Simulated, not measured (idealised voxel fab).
The following is a process module called voxel self aligned contacts.
Section cut is 180 nm wide and gridded with 5 nm square cells.
Throughout this document, each cross-section is represented as a grid of square cells and is presented as a sequence of bands enumerated from the top downward, where a band comprises one or more rows of cells. Heights first: top, then bottom, in nm. Then materials, left to right, each with a width in nm. "throughout" on a single material: fills the band edge to edge. "blank": empty space. The level at which height equals 0 is the one under which the wafer, as it arrives, is entirely one material. No lower edge exists for the bottom band, which continues downward and is notated as in "from 0 down". Per-row width for "30->40": begins at first number (top row of band), ends at second number (bottom row), increment between rows held constant. "stayed the same" (step): cross-section cells unchanged, all of them. Reported under the label "Cavities, closed" are the empty spaces having no open way to the top and comprising 8 cells or more; the notation for each is width x height at distance, in which the distance is measured from the left edge and all three values are in nm. What comes after the settings on a step's line is commentary from the simulator itself on that step. The setting "overlay nm" may be written on the line of a step. When the step uses a mask, the value reports how far to the right of the planned place the mask lay, and a negative value reports that it lay to the left.
## The steps planned for the process are as follows
1 RECEIVE [material Si]
2 OXIDIZE [depth nm 5]
3 DIRECTIONAL_DEP [material polySi] [thk nm 25]
4 DIRECTIONAL_DEP [material SiN] [thk nm 15]
5 PATTERN [tone cover] [mask id GATE] [material resist] [width nm 30] [pitch nm 60] [thk nm 20] [overlay nm 0]
6 DIRECTIONAL_ETCH [etch materials SiN] [depth nm 15]
7 DIRECTIONAL_ETCH [etch materials polySi] [depth nm 25]
8 STRIP [etch materials resist]
9 CONFORMAL_DEP [material SiN] [thk nm 5]
10 DIRECTIONAL_ETCH [etch materials SiN] [depth nm 5]
11 FILL_DEP [material SiO2] [thk nm 15]
12 CMP [height nm 50]
13 MASKED_ETCH [tone open] [mask id CONTACT] [width nm 40] [etch materials SiO2] [depth nm 55] [overlay nm 0]
14 CONFORMAL_DEP [material TiN] [thk nm 5]
15 FILL_DEP [material W] [thk nm 5]
16 CMP [height nm 50]
17 CONFORMAL_DEP [material SiCN] [thk nm 5]
## On the first of the two wafers: run conducted according to plan
## Here's what the wafer looked like in cross-section when it arrived - that's after step 1
> from 0 down = Si throughout
> Cavities, closed: none
## The wafer in cross-section once step 2 is complete
> from 0 to -5 = SiO2 throughout
> At heights below -5, the structure remains unaltered.
## The wafer in cross-section once step 3 is complete
> from 25 to 0 = polySi throughout
> At heights below 0, the structure remains unaltered.
## The wafer in cross-section once step 4 is complete
> from 40 to 25 = SiN throughout
> At heights below 25, the structure remains unaltered.
## The wafer in cross-section once step 5 is complete
> from 60 to 40 = blank (45); resist (30); blank (30); resist (30); blank (45)
> At heights below 40, the structure remains unaltered.
## The wafer in cross-section once step 6 is complete
> from 60 to 40 = blank (45); resist (30); blank (30); resist (30); blank (45)
> from 40 to 25 = blank (45); SiN (30); blank (30); SiN (30); blank (45)
> At heights below 25, the structure remains unaltered.
## The wafer in cross-section once step 7 is complete
> from 60 to 40 = blank (45); resist (30); blank (30); resist (30); blank (45)
> from 40 to 25 = blank (45); SiN (30); blank (30); SiN (30); blank (45)
> from 25 to 0 = blank (45); polySi (30); blank (30); polySi (30); blank (45)
> At heights below 0, the structure remains unaltered.
## The wafer in cross-section once step 8 is complete
> from 40 to 25 = blank (45); SiN (30); blank (30); SiN (30); blank (45)
> At heights below 25, the structure remains unaltered.
## The wafer in cross-section once step 9 is complete
> from 45 to 25 = blank (40); SiN (40); blank (20); SiN (40); blank (40)
> from 25 to 5 = blank (40); SiN (5); polySi (30); SiN (5); blank (20); SiN (5); polySi (30); SiN (5); blank (40)
> from 5 to 0 = SiN (45); polySi (30); SiN (30); polySi (30); SiN (45)
> At heights below 0, the structure remains unaltered.
## The wafer in cross-section once step 10 is complete
> from 40 to 25 = blank (40); SiN (40); blank (20); SiN (40); blank (40)
> from 25 to 0 = blank (40); SiN (5); polySi (30); SiN (5); blank (20); SiN (5); polySi (30); SiN (5); blank (40)
> At heights below 0, the structure remains unaltered.
## The wafer in cross-section once step 11 is complete
> from 55 to 40 = SiO2 throughout
> from 40 to 25 = SiO2 (40); SiN (40); SiO2 (20); SiN (40); SiO2 (40)
> from 25 to 0 = SiO2 (40); SiN (5); polySi (30); SiN (5); SiO2 (20); SiN (5); polySi (30); SiN (5); SiO2 (40)
> At heights below 0, the structure remains unaltered.
## The wafer in cross-section once step 12 is complete
> from 50 to 40 = SiO2 throughout
> At heights below 40, the structure remains unaltered.
## The wafer in cross-section once step 13 is complete
> from 50 to 40 = SiO2 (70); blank (40); SiO2 (70)
> from 40 to 25 = SiO2 (40); SiN (40); blank (20); SiN (40); SiO2 (40)
> from 25 to 0 = SiO2 (40); SiN (5); polySi (30); SiN (5); blank (20); SiN (5); polySi (30); SiN (5); SiO2 (40)
> from 0 to -5 = SiO2 (80); blank (20); SiO2 (80)
> At heights below -5, the structure remains unaltered.
## The wafer in cross-section once step 14 is complete
> from 55 to 50 = TiN (75); blank (30); TiN (75)
> from 50 to 40 = SiO2 (70); TiN (5->15); blank (30->10); TiN (5->15); SiO2 (70)
> from 40 to 25 = SiO2 (40); SiN (40); TiN (5); blank (10); TiN (5); SiN (40); SiO2 (40)
> from 25 to 0 = SiO2 (40); SiN (5); polySi (30); SiN (5); TiN (5); blank (10); TiN (5); SiN (5); polySi (30); SiN (5); SiO2 (40)
> from 0 to -5 = SiO2 (80); TiN (20); SiO2 (80)
> At heights below -5, the structure remains unaltered.
## The wafer in cross-section once step 15 is complete
> from 60 to 55 = W throughout
> from 55 to 50 = TiN (75); W (30); TiN (75)
> from 50 to 40 = SiO2 (70); TiN (5->15); W (30->10); TiN (5->15); SiO2 (70)
> from 40 to 25 = SiO2 (40); SiN (40); TiN (5); W (10); TiN (5); SiN (40); SiO2 (40)
> from 25 to 0 = SiO2 (40); SiN (5); polySi (30); SiN (5); TiN (5); W (10); TiN (5); SiN (5); polySi (30); SiN (5); SiO2 (40)
> At heights below 0, the structure remains unaltered.
## The wafer in cross-section once step 16 is complete
> from 50 to 40 = SiO2 (70); TiN (5->15); W (30->10); TiN (5->15); SiO2 (70)
> At heights below 40, the structure remains unaltered.
## The wafer in cross-section once step 17 is complete
> from 55 to 50 = SiCN throughout
> At heights below 50, the structure remains unaltered.
## Wafer two. Same start, same plan, one slip in execution. Same as wafer one through step 4, inclusive
## Cross-section of the second wafer when, according to plan, step 5 should have finished
> from 60 to 40 = resist (45); blank (30); resist (30); blank (30); resist (45)
> At heights below 40, the structure remains unaltered.
## Cross-section of the second wafer when, according to plan, step 6 should have finished
> from 60 to 40 = resist (45); blank (30); resist (30); blank (30); resist (45)
> from 40 to 25 = SiN (45); blank (30); SiN (30); blank (30); SiN (45)
> At heights below 25, the structure remains unaltered.
## Cross-section of the second wafer when, according to plan, step 7 should have finished
> from 60 to 40 = resist (45); blank (30); resist (30); blank (30); resist (45)
> from 40 to 25 = SiN (45); blank (30); SiN (30); blank (30); SiN (45)
> from 25 to 0 = polySi (45); blank (30); polySi (30); blank (30); polySi (45)
> At heights below 0, the structure remains unaltered.
## Cross-section of the second wafer when, according to plan, step 8 should have finished
> from 40 to 25 = SiN (45); blank (30); SiN (30); blank (30); SiN (45)
> At heights below 25, the structure remains unaltered.
## Cross-section of the second wafer when, according to plan, step 9 should have finished
> from 45 to 25 = SiN (50); blank (20); SiN (40); blank (20); SiN (50)
> from 25 to 5 = polySi (45); SiN (5); blank (20); SiN (5); polySi (30); SiN (5); blank (20); SiN (5); polySi (45)
> from 5 to 0 = polySi (45); SiN (30); polySi (30); SiN (30); polySi (45)
> At heights below 0, the structure remains unaltered.
## Cross-section of the second wafer when, according to plan, step 10 should have finished
> from 40 to 25 = SiN (50); blank (20); SiN (40); blank (20); SiN (50)
> from 25 to 0 = polySi (45); SiN (5); blank (20); SiN (5); polySi (30); SiN (5); blank (20); SiN (5); polySi (45)
> At heights below 0, the structure remains unaltered.
## Cross-section of the second wafer when, according to plan, step 11 should have finished
> from 55 to 40 = SiO2 throughout
> from 40 to 25 = SiN (50); SiO2 (20); SiN (40); SiO2 (20); SiN (50)
> from 25 to 0 = polySi (45); SiN (5); SiO2 (20); SiN (5); polySi (30); SiN (5); SiO2 (20); SiN (5); polySi (45)
> At heights below 0, the structure remains unaltered.
## Cross-section of the second wafer when, according to plan, step 12 should have finished
> from 50 to 40 = SiO2 throughout
> At heights below 40, the structure remains unaltered.
## Cross-section of the second wafer when, according to plan, step 13 should have finished
> from 50 to 40 = SiO2 (70); blank (40); SiO2 (70)
> At heights below 40, the structure remains unaltered.
## Cross-section of the second wafer when, according to plan, step 14 should have finished
> from 55 to 50 = TiN (75); blank (30); TiN (75)
> from 50 to 45 = SiO2 (70); TiN (5); blank (30); TiN (5); SiO2 (70)
> from 45 to 40 = SiO2 (70); TiN (40); SiO2 (70)
> At heights below 40, the structure remains unaltered.
## Cross-section of the second wafer when, according to plan, step 15 should have finished
> from 60 to 55 = W throughout
> from 55 to 50 = TiN (75); W (30); TiN (75)
> from 50 to 45 = SiO2 (70); TiN (5); W (30); TiN (5); SiO2 (70)
> At heights below 45, the structure remains unaltered.
## Cross-section of the second wafer when, according to plan, step 16 should have finished
> from 50 to 45 = SiO2 (70); TiN (5); W (30); TiN (5); SiO2 (70)
> At heights below 45, the structure remains unaltered.
## Cross-section of the second wafer when, according to plan, step 17 should have finished
> from 55 to 50 = SiCN throughout
> At heights below 50, the structure remains unaltered.
In executing the process, a mistake was made relative to the plan: the process deviated at step 5: the operation and settings actually run there were PATTERN [tone open] [mask id GATE] [material resist] [width nm 30] [pitch nm 60] [thk nm 20] [overlay nm 0]
Wrapping up, a cell-based count of both wafers puts the second over or under the first for these materials: 36 more of SiN | 60 fewer of SiO2 | 18 fewer of TiN | 18 fewer of W | 60 more of polySi
